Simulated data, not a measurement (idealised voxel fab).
Process module under the name voxel capacitor over wiring
Each square cell in cross-section cut measures 5 nm, and the section as a whole is 225 nm wide.
Cross-sections here: square-cell grids, written as top-down lists of bands, a band being one or more rows of cells. Basically the band line says how high the top is and how high the bottom is, in nm, and then what's in it from left to right, every material with its width in nm. Empty space shows up as "air", and if a single material carries "throughout" it runs the full band edge to edge. For the purposes of this specification, 0 denotes the height below which the wafer in its as-received condition is composed wholly of one material, and the lowermost band, lacking a lower limit, extends downward without end, as expressed in "0 -> down". Width spec "30..40" -> top row of cells at first value, bottom row at second value, equal per-row change in between. "remained the same", as given for a step, is the statement that not any cell of the cross-section underwent a change during that step. Reported under the label "Cavities, sealed" are the empty spaces having no open way to the top and comprising 8 cells or more; the notation for each is width x height at distance, in which the distance is measured from the left edge and all three values are in nm. Step line, after settings: the simulator's comment on this step. Each step line may optionally specify "overlay nm", which for a step with a mask gives the rightward distance between the mask's planned place and where it lay, a negative value indicating the leftward direction.

## Set out below are the planned steps of the process
step 1: RECEIVE: material Si
step 2: CONFORMAL_DEP: material SiO2, thk nm 10
step 3: CONFORMAL_DEP: material SiCN, thk nm 5
step 4: DIRECTIONAL_DEP: material SiO2, thk nm 20
step 5: PATTERN: tone open, mask id METAL_1, material resist, width nm 30, pitch nm 100, thk nm 20, overlay nm 0
step 6: DIRECTIONAL_ETCH: etch materials SiO2, depth nm 20
step 7: DIRECTIONAL_ETCH: etch materials SiCN, depth nm 5
step 8: STRIP: etch materials resist
step 9: CONFORMAL_DEP: material TiN, thk nm 5
step 10: FILL_DEP: material Cu, thk nm 10
step 11: CMP: height nm 35
step 12: EPI: material Ru, thk nm 5
step 13: FILL_DEP: material SiCN, thk nm 5
step 14: DIRECTIONAL_DEP: material lowk, thk nm 20
step 15: PATTERN: tone open, mask id PLUG_1, material resist, width nm 15, thk nm 20, overlay nm 0
step 16: DIRECTIONAL_ETCH: etch materials lowk, depth nm 20
step 17: DIRECTIONAL_ETCH: etch materials SiCN, depth nm 5
step 18: STRIP: etch materials resist
step 19: CONFORMAL_DEP: material TiN, thk nm 5
step 20: FILL_DEP: material W, thk nm 10
step 21: CMP: height nm 65
step 22: DIRECTIONAL_DEP: material TiN, thk nm 10
step 23: DIRECTIONAL_DEP: material Al2O3, thk nm 5
step 24: DIRECTIONAL_DEP: material TiN, thk nm 5
step 25: MASKED_ETCH: tone cover, mask id UPPER_PLATE, width nm 75, etch materials TiN, depth nm 5, overlay nm 0
step 26: MASKED_ETCH: tone cover, mask id UPPER_PLATE, width nm 75, etch materials Al2O3, depth nm 5, overlay nm 0
step 27: PATTERN: tone cover, mask id LOWER_PLATE, material resist, width nm 85, thk nm 15, overlay nm 0
step 28: DIRECTIONAL_ETCH: etch materials TiN, depth nm 10
step 29: STRIP: etch materials resist
step 30: FILL_DEP: material SiO2, thk nm 20
step 31: CMP: height nm 100
step 32: PATTERN: tone open, mask id PLUG_2, material resist, width nm 15, thk nm 15, overlay nm 0
step 33: DIRECTIONAL_ETCH: etch materials SiO2, depth nm 15
step 34: STRIP: etch materials resist
step 35: CONFORMAL_DEP: material TiN, thk nm 5
step 36: FILL_DEP: material W, thk nm 10
step 37: CMP: height nm 100
step 38: CONFORMAL_DEP: material SiN, thk nm 5

## Cross-section of the wafer at receipt, which is the condition after step 1
* 0 -> down | Si throughout
* Cavities, sealed: none

## Module complete, cross-section. Starting point and plan per above. One mistake made in running the module
* 120 -> 115 | SiN throughout
* 115 -> 105 | W throughout
* 105 -> 100 | 75 TiN, 5 W, 145 TiN
* 100 -> 90 | 70 SiO2, 5 TiN, 5 W, 5 TiN, 140 SiO2
* 90 -> 80 | 70..60 SiO2, 15..75 TiN, 140..90 SiO2
* 80 -> 75 | 60 SiO2, 75 Al2O3, 90 SiO2
* 75 -> 65 | 55 SiO2, 85 TiN, 85 SiO2
* 65 -> 45 | 60 lowk, 5 TiN, 5 W, 5 TiN, 150 lowk
* 45 -> 40 | 60 SiCN, 15 TiN, 150 SiCN
* 40 -> 35 | 40 SiCN, 40 Ru, 60 SiCN, 40 Ru, 45 SiCN
* 35 -> 15 | 45 SiO2, 5 TiN, 20 Cu, 5 TiN, 70 SiO2, 5 TiN, 20 Cu, 5 TiN, 50 SiO2
* 15 -> 10 | 45 SiCN, 30 TiN, 70 SiCN, 30 TiN, 50 SiCN
* 10 -> 0 | SiO2 throughout
* 0 -> down | Si throughout
* Cavities, sealed: none
Plan not followed: step 37 of the plan was bypassed and not carried out
